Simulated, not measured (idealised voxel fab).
The following process module bears the name voxel self aligned contacts.
The figure presents cross-section cut, which has a width of 275 nm and is divided into square cells with an edge length of 5 nm.
Cross-sections here: square-cell grids, written as top-down lists of bands, a band being one or more rows of cells. In this notation a band is specified by the heights of its top and bottom, in that order and in nm, after which its materials appear from left to right, each paired with its width in nm. The word "everywhere" attached to a single material means that material fills the band from edge to edge; the word "blank" stands for empty space. Height reference: 0 = level under which incoming wafer is all one material. Lowest band: no bottom, runs on downward, e.g. "0 -> down". You'd read "30->40" like this: the band's top row of cells is as wide as the first number, its bottom row is as wide as the second, and going down, every row changes width by the same amount as the row before did. For the purposes of this document, the phrase "nothing was modified" attached to a step denotes that no cell within the cross-section was modified by that step. Closed empty spaces (no open way to the top) of 8 cells or more are what "Voids, enclosed" lists, each as width x height at distance from the left edge, nm for all three. On each step's line, the part that comes after the settings is the simulator's own comment on the step. For masked steps, "overlay nm" on the step line gives how far right of plan the mask actually lay; a minus sign means it lay to the left.
INTENDED PROCESS STEPS
1 RECEIVE | material Si
2 OXIDIZE | depth nm 5
3 DIRECTIONAL_DEP | material polySi | thk nm 25
4 DIRECTIONAL_DEP | material SiN | thk nm 25
5 DIRECTIONAL_DEP | material aC | thk nm 15
6 PATTERN | tone cover | mask id GATE | material resist | width nm 35 | pitch nm 80 | thk nm 30 | overlay nm 0
7 DIRECTIONAL_ETCH | etch materials aC | depth nm 15
8 STRIP | etch materials resist
9 DIRECTIONAL_ETCH | etch materials SiN | depth nm 25
10 DIRECTIONAL_ETCH | etch materials polySi | depth nm 25
11 STRIP | etch materials aC
12 CONFORMAL_DEP | material SiN | thk nm 10
13 DIRECTIONAL_ETCH | etch materials SiN | depth nm 10
14 FILL_DEP | material SiO2 | thk nm 20
15 CMP | height nm 60
16 DIRECTIONAL_DEP | material aC | thk nm 10
17 PATTERN | tone open | mask id CONTACT | material resist | width nm 55 | pitch nm 80 | thk nm 25 | overlay nm 0
18 DIRECTIONAL_ETCH | etch materials aC | depth nm 10
19 STRIP | etch materials resist
20 DIRECTIONAL_ETCH | etch materials SiO2 | depth nm 65
21 STRIP | etch materials aC
22 CONFORMAL_DEP | material TiN | thk nm 5
23 FILL_DEP | material Ru | thk nm 10
24 CMP | height nm 60
25 CONFORMAL_DEP | material SiCN | thk nm 5
INCOMING WAFER, CROSS-SECTIONAL VIEW, POST STEP 1
- 0 -> down: Si everywhere
- Voids, enclosed: none
A WAFER AT THE END: THIS START, THIS PLAN, ONE MISTAKE
- 65 -> 60: SiCN everywhere
- 60 -> 50: SiO2 70 nm; TiN 5->30 nm; Ru 45->15 nm; TiN 5->10 nm; SiO2 25 nm; TiN 5->30 nm; Ru 45->15 nm; TiN 5->10 nm; SiO2 70 nm
- 50 -> 25: SiO2 40 nm; SiN 55 nm; TiN 5 nm; Ru 15 nm; TiN 5 nm; SiN 55 nm; TiN 5 nm; Ru 15 nm; TiN 5 nm; SiN 55 nm; SiO2 20 nm
- 25 -> 0: SiO2 40 nm; SiN 10 nm; polySi 35 nm; SiN 10 nm; TiN 5 nm; Ru 15 nm; TiN 5 nm; SiN 10 nm; polySi 35 nm; SiN 10 nm; TiN 5 nm; Ru 15 nm; TiN 5 nm; SiN 10 nm; polySi 35 nm; SiN 10 nm; SiO2 20 nm
- 0 -> -5: SiO2 95 nm; TiN 25 nm; SiO2 55 nm; TiN 25 nm; SiO2 75 nm
- -5 -> down: Si everywhere
- Voids, enclosed: none
Misprocessing identified: step 6 was processed under conditions differing from the plan, specifically as PATTERN | tone cover | mask id GATE | material resist | width nm 35 | pitch nm 80 | thk nm 30 | overlay nm 10
